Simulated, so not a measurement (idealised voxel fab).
Proc. module: voxel capacitor over wiring
The cross-section shown here is cut; it is 250 nm wide and divided into square cells measuring 5 nm on a side.
Cross-section = grid of square cells, listed top down in bands; band = one or more rows.
Look at the band entry: it leads with the top's height and the bottom's height in nm. Then it lists the materials left to right, with a width in nm for each. The word "full width" on a single material says that material fills the band edge to edge. The word "blank" is empty space.
It should be noted that heights are counted from 0, beneath which the wafer as supplied is of one material throughout, and that the lowest band possesses no lower boundary but continues downward, as written in "z 0 and below".
Width "30 to 40": first value at the band's top row of cells, second value at its bottom row, equal change from row to row.
It should be understood that the words "identical to before", when stated for a given step, signify that the cross-section underwent no change in any of its cells during that step.
This entry, "Closed void roster", enumerates those empty regions of no fewer than 8 cells that possess no open connection to the top. Each region is reported in the form width x height at distance, the distance being taken from the left edge, with all three quantities expressed in nm.
Post-settings text on a step line: simulator's own remark regarding the step.
The optional step-line setting "overlay nm" applies to steps with a mask and quantifies how far to the right of its planned location the mask lay, a negative value indicating leftward placement.

# Process steps foreseen in the plan
1. RECEIVE | material Si
2. CONFORMAL_DEP | material SiO2 | thk nm 10
3. DIRECTIONAL_DEP | material TiN | thk nm 5
4. DIRECTIONAL_DEP | material Ru | thk nm 25
5. PATTERN | tone cover | mask id METAL_1 | material resist | width nm 30 | pitch nm 80 | thk nm 20 | overlay nm 0
6. DIRECTIONAL_ETCH | etch materials Ru | depth nm 25
7. DIRECTIONAL_ETCH | etch materials TiN | depth nm 5
8. STRIP | etch materials resist
9. CONFORMAL_DEP | material SiN | thk nm 5
10. FILL_DEP | material SiO2 | thk nm 10
11. CMP | height nm 40
12. CONFORMAL_DEP | material SiCN | thk nm 5
13. DIRECTIONAL_DEP | material SiO2 | thk nm 15
14. PATTERN | tone open | mask id PLUG_1 | material resist | width nm 15 | thk nm 20 | overlay nm 0
15. DIRECTIONAL_ETCH | etch materials SiO2 | depth nm 15
16. DIRECTIONAL_ETCH | etch materials SiCN | depth nm 5
17. STRIP | etch materials resist
18. CONFORMAL_DEP | material TiN | thk nm 5
19. FILL_DEP | material Cu | thk nm 5
20. CMP | height nm 60
21. DIRECTIONAL_DEP | material TiN | thk nm 5
22. DIRECTIONAL_DEP | material SiN | thk nm 5
23. DIRECTIONAL_DEP | material TiN | thk nm 10
24. PATTERN | tone cover | mask id UPPER_PLATE | material resist | width nm 55 | thk nm 20 | overlay nm 0
25. DIRECTIONAL_ETCH | etch materials TiN | depth nm 10
26. DIRECTIONAL_ETCH | etch materials SiN | depth nm 5
27. STRIP | etch materials resist
28. PATTERN | tone cover | mask id LOWER_PLATE | material resist | width nm 65 | thk nm 15 | overlay nm 0
29. DIRECTIONAL_ETCH | etch materials TiN | depth nm 5
30. STRIP | etch materials resist
31. FILL_DEP | material SiO2 | thk nm 20
32. CMP | height nm 95
33. DIRECTIONAL_DEP | material aC | thk nm 15
34. PATTERN | tone open | mask id PLUG_2 | material resist | width nm 15 | thk nm 35 | overlay nm 0
35. DIRECTIONAL_ETCH | etch materials aC | depth nm 15
36. STRIP | etch materials resist
37. DIRECTIONAL_ETCH | etch materials SiO2 | depth nm 15
38. STRIP | etch materials aC
39. CONFORMAL_DEP | material TiN | thk nm 5
40. FILL_DEP | material W | thk nm 10
41. CMP | height nm 95
42. CONFORMAL_DEP | material SiN | thk nm 5

# First of two wafers: run as planned

# Wafer cross-section on receipt, i.e. after step 1
- z 0 and below  Si full width
- Closed void roster: none

# Cross-section of the wafer after step 2
- z 10 to 0  SiO2 full width
- Under 0: no change, same as before.

# Cross-section of the wafer after step 3
- z 15 to 10  TiN full width
- Under 10: no change, same as before.

# Cross-section of the wafer after step 4
- z 40 to 15  Ru full width
- Under 15: no change, same as before.

# Cross-section of the wafer after step 5
- z 60 to 40  blank 70  resist 30  blank 50  resist 30  blank 70
- Under 40: no change, same as before.

# Cross-section of the wafer after step 6
- z 60 to 40  blank 70  resist 30  blank 50  resist 30  blank 70
- z 40 to 15  blank 70  Ru 30  blank 50  Ru 30  blank 70
- Under 15: no change, same as before.

# Cross-section of the wafer after step 7
- z 60 to 40  blank 70  resist 30  blank 50  resist 30  blank 70
- z 40 to 15  blank 70  Ru 30  blank 50  Ru 30  blank 70
- z 15 to 10  blank 70  TiN 30  blank 50  TiN 30  blank 70
- Under 10: no change, same as before.

# Cross-section of the wafer after step 8
- z 40 to 15  blank 70  Ru 30  blank 50  Ru 30  blank 70
- Under 15: no change, same as before.

# Cross-section of the wafer after step 9
- z 45 to 40  blank 65  SiN 40  blank 40  SiN 40  blank 65
- z 40 to 15  blank 65  SiN 5  Ru 30  SiN 5  blank 40  SiN 5  Ru 30  SiN 5  blank 65
- z 15 to 10  SiN 70  TiN 30  SiN 50  TiN 30  SiN 70
- Under 10: no change, same as before.

# Cross-section of the wafer after step 10
- z 55 to 45  SiO2 full width
- z 45 to 40  SiO2 65  SiN 40  SiO2 40  SiN 40  SiO2 65
- z 40 to 15  SiO2 65  SiN 5  Ru 30  SiN 5  SiO2 40  SiN 5  Ru 30  SiN 5  SiO2 65
- Under 15: no change, same as before.

# Cross-section of the wafer after step 11
- z 40 to 15  SiO2 65  SiN 5  Ru 30  SiN 5  SiO2 40  SiN 5  Ru 30  SiN 5  SiO2 65
- Under 15: no change, same as before.

# Cross-section of the wafer after step 12
- z 45 to 40  SiCN full width
- Under 40: no change, same as before.

# Cross-section of the wafer after step 13
- z 60 to 45  SiO2 full width
- Under 45: no change, same as before.

# Cross-section of the wafer after step 14
- z 80 to 60  resist 85  blank 15  resist 150
- Under 60: no change, same as before.

# Cross-section of the wafer after step 15
- z 80 to 60  resist 85  blank 15  resist 150
- z 60 to 45  SiO2 85  blank 15  SiO2 150
- Under 45: no change, same as before.

# Cross-section of the wafer after step 16
- z 80 to 60  resist 85  blank 15  resist 150
- z 60 to 45  SiO2 85  blank 15  SiO2 150
- z 45 to 40  SiCN 85  blank 15  SiCN 150
- Under 40: no change, same as before.

# Cross-section of the wafer after step 17
- z 60 to 45  SiO2 85  blank 15  SiO2 150
- Under 45: no change, same as before.

# Cross-section of the wafer after step 18
- z 65 to 60  TiN 90  blank 5  TiN 155
- z 60 to 45  SiO2 85  TiN 5  blank 5  TiN 5  SiO2 150
- z 45 to 40  SiCN 85  TiN 15  SiCN 150
- Under 40: no change, same as before.

# Cross-section of the wafer after step 19
- z 70 to 65  Cu full width
- z 65 to 60  TiN 90  Cu 5  TiN 155
- z 60 to 45  SiO2 85  TiN 5  Cu 5  TiN 5  SiO2 150
- Under 45: no change, same as before.

# Cross-section of the wafer after step 20
- z 60 to 45  SiO2 85  TiN 5  Cu 5  TiN 5  SiO2 150
- Under 45: no change, same as before.

# Cross-section of the wafer after step 21
- z 65 to 60  TiN full width
- Under 60: no change, same as before.

# Cross-section of the wafer after step 22
- z 70 to 65  SiN full width
- Under 65: no change, same as before.

# Cross-section of the wafer after step 23
- z 80 to 70  TiN full width
- Under 70: no change, same as before.

# Cross-section of the wafer after step 24
- z 100 to 80  blank 85  resist 55  blank 110
- Under 80: no change, same as before.

# Cross-section of the wafer after step 25
- z 100 to 80  blank 85  resist 55  blank 110
- z 80 to 70  blank 85  TiN 55  blank 110
- Under 70: no change, same as before.

# Cross-section of the wafer after step 26
- z 100 to 80  blank 85  resist 55  blank 110
- z 80 to 70  blank 85  TiN 55  blank 110
- z 70 to 65  blank 85  SiN 55  blank 110
- Under 65: no change, same as before.

# Cross-section of the wafer after step 27
- z 80 to 70  blank 85  TiN 55  blank 110
- Under 70: no change, same as before.

# Cross-section of the wafer after step 28
- z 95 to 80  blank 80  resist 65  blank 105
- z 80 to 70  blank 80  resist 5  TiN 55  resist 5  blank 105
- z 70 to 65  blank 80  resist 5  SiN 55  resist 5  blank 105
- Under 65: no change, same as before.

# Cross-section of the wafer after step 29
- z 95 to 80  blank 80  resist 65  blank 105
- z 80 to 70  blank 80  resist 5  TiN 55  resist 5  blank 105
- z 70 to 65  blank 80  resist 5  SiN 55  resist 5  blank 105
- z 65 to 60  blank 80  TiN 65  blank 105
- Under 60: no change, same as before.

# Cross-section of the wafer after step 30
- z 80 to 70  blank 85  TiN 55  blank 110
- z 70 to 65  blank 85  SiN 55  blank 110
- Under 65: no change, same as before.

# Cross-section of the wafer after step 31
- z 100 to 80  SiO2 full width
- z 80 to 70  SiO2 85  TiN 55  SiO2 110
- z 70 to 65  SiO2 85  SiN 55  SiO2 110
- z 65 to 60  SiO2 80  TiN 65  SiO2 105
- Under 60: no change, same as before.

# Cross-section of the wafer after step 32
- z 95 to 80  SiO2 full width
- Under 80: no change, same as before.

# Cross-section of the wafer after step 33
- z 110 to 95  aC full width
- Under 95: no change, same as before.

# Cross-section of the wafer after step 34
- z 145 to 110  resist 95  blank 15  resist 140
- Under 110: no change, same as before.

# Cross-section of the wafer after step 35
- z 130 to 110  resist 95  blank 15  resist 140
- z 110 to 95  aC 95  blank 15  aC 140
- Under 95: no change, same as before.

# Cross-section of the wafer after step 36
- z 110 to 95  aC 95  blank 15  aC 140
- Under 95: no change, same as before.

# Cross-section of the wafer after step 37
- z 110 to 95  aC 95  blank 15  aC 140
- z 95 to 80  SiO2 95  blank 15  SiO2 140
- Under 80: no change, same as before.

# Cross-section of the wafer after step 38
- z 95 to 80  SiO2 95  blank 15  SiO2 140
- Under 80: no change, same as before.

# Cross-section of the wafer after step 39
- z 100 to 95  TiN 100  blank 5  TiN 145
- z 95 to 85  SiO2 95  TiN 5  blank 5  TiN 5  SiO2 140
- z 85 to 80  SiO2 95  TiN 15  SiO2 140
- Under 80: no change, same as before.

# Cross-section of the wafer after step 40
- z 110 to 100  W full width
- z 100 to 95  TiN 100  W 5  TiN 145
- z 95 to 85  SiO2 95  TiN 5  W 5  TiN 5  SiO2 140
- Under 85: no change, same as before.

# Cross-section of the wafer after step 41
- z 95 to 85  SiO2 95  TiN 5  W 5  TiN 5  SiO2 140
- Under 85: no change, same as before.

# Cross-section of the wafer after step 42
- z 100 to 95  SiN full width
- Under 95: no change, same as before.

# second wafer: like start, like plan, one mistake. Through step 40 it matches the first wafer

# Second wafer, cut view, end of step 41 per plan
- z 105 to 100  W full width
- Under 100: no change, same as before.

# Second wafer, cut view, end of step 42 per plan
- z 110 to 105  SiN full width
- Under 105: no change, same as before.
Want to know what went wrong? so step 41 ended up running with a different setting than we planned, it ran as CMP | height nm 105
Count the cells at the end and the second wafer has more or fewer of some materials than the first: +49 TiN | +51 W
